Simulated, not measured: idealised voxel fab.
The process module presented herein is designated voxel self aligned contacts.
The cross-section shown here is cut; it is 180 nm wide and divided into square cells measuring 5 nm on a side.
Cross-section layout: square cells on a grid; listed as bands, top to bottom; a band spans one or more cell rows.
The band entry comprises the height of the band's top followed by the height of its bottom, expressed in nm, and subsequently the band's materials from left to right, each stated together with its width in nm. Where a single material is marked with the word "everywhere", that material fills the band from edge to edge. The word "blank" represents empty space.
Beneath 0, the wafer as received is one material, and that level is where height counting begins. The lowest band goes on downward without a bottom; it is written like "0 and below".
The two numbers in a width such as "30..40" mark its ends across the band: the first belongs to the top row of cells, the second to the bottom row, and from each row to the next the width moves by the same amount.
For the purposes of this document, the phrase "remains unaltered" attached to a step denotes that no cell within the cross-section was modified by that step.
Closed-off voids of 8+ cells (no open route to the top) go in "Closed empty spaces", written width x height at distance from the left edge, in nm.
Note: text after step settings on the step line = simulator remark on that step.
overlay nm: where the mask lay relative to plan, measured to the right, on steps with a mask; negatives go left.
LIST OF PLANNED PROCESS STEPS
1 RECEIVE | material Si
2 OXIDIZE | depth nm 5
3 DIRECTIONAL_DEP | material polySi | thk nm 30
4 DIRECTIONAL_DEP | material SiN | thk nm 20
5 MASKED_ETCH | tone cover | mask id GATE | width nm 25 | pitch nm 55 | etch materials SiN | depth nm 20 | overlay nm 0
6 MASKED_ETCH | tone cover | mask id GATE | width nm 25 | pitch nm 55 | etch materials polySi | depth nm 30 | overlay nm 0
7 CONFORMAL_DEP | material SiN | thk nm 5
8 DIRECTIONAL_ETCH | etch materials SiN | depth nm 5
9 FILL_DEP | material SiO2 | thk nm 20
10 CMP | height nm 60
11 MASKED_ETCH | tone open | mask id CONTACT | width nm 40 | pitch nm 55 | etch materials SiO2 | depth nm 65 | overlay nm 0
12 CONFORMAL_DEP | material TiN | thk nm 5
13 FILL_DEP | material Ru | thk nm 5
14 CMP | height nm 60
15 CONFORMAL_DEP | material SiCN | thk nm 5
CROSS-SECTION OF THE WAFER AT RECEIPT, WHICH IS THE CONDITION AFTER STEP 1
0 and below | Si everywhere
Closed empty spaces: none
FINAL CROSS-SECTION, MODULE RUN WITH ONE MISTAKE (START AND PLAN AS ABOVE)
65 down to 60 | SiCN everywhere
60 down to 35 | SiO2: 15, then SiN: 5, then polySi: 25, then SiN: 5, then TiN: 5, then Ru: 10, then TiN: 5, then SiN: 5, then polySi: 25, then SiN: 5, then TiN: 5, then Ru: 10, then TiN: 5, then SiN: 5, then polySi: 25, then SiN: 5, then SiO2: 20
35 down to 30 | SiO2: 15, then SiN: 5, then polySi: 25, then SiN: 5, then TiN: 20, then SiN: 5, then polySi: 25, then SiN: 5, then TiN: 20, then SiN: 5, then polySi: 25, then SiN: 5, then SiO2: 20
30 down to 0 | polySi everywhere
0 down to -5 | SiO2 everywhere
-5 and below | Si everywhere
Closed empty spaces: none
It is concluded that the wafer was processed incorrectly with respect to the plan, in that it should be noted that step 3 of the plan was executed twice
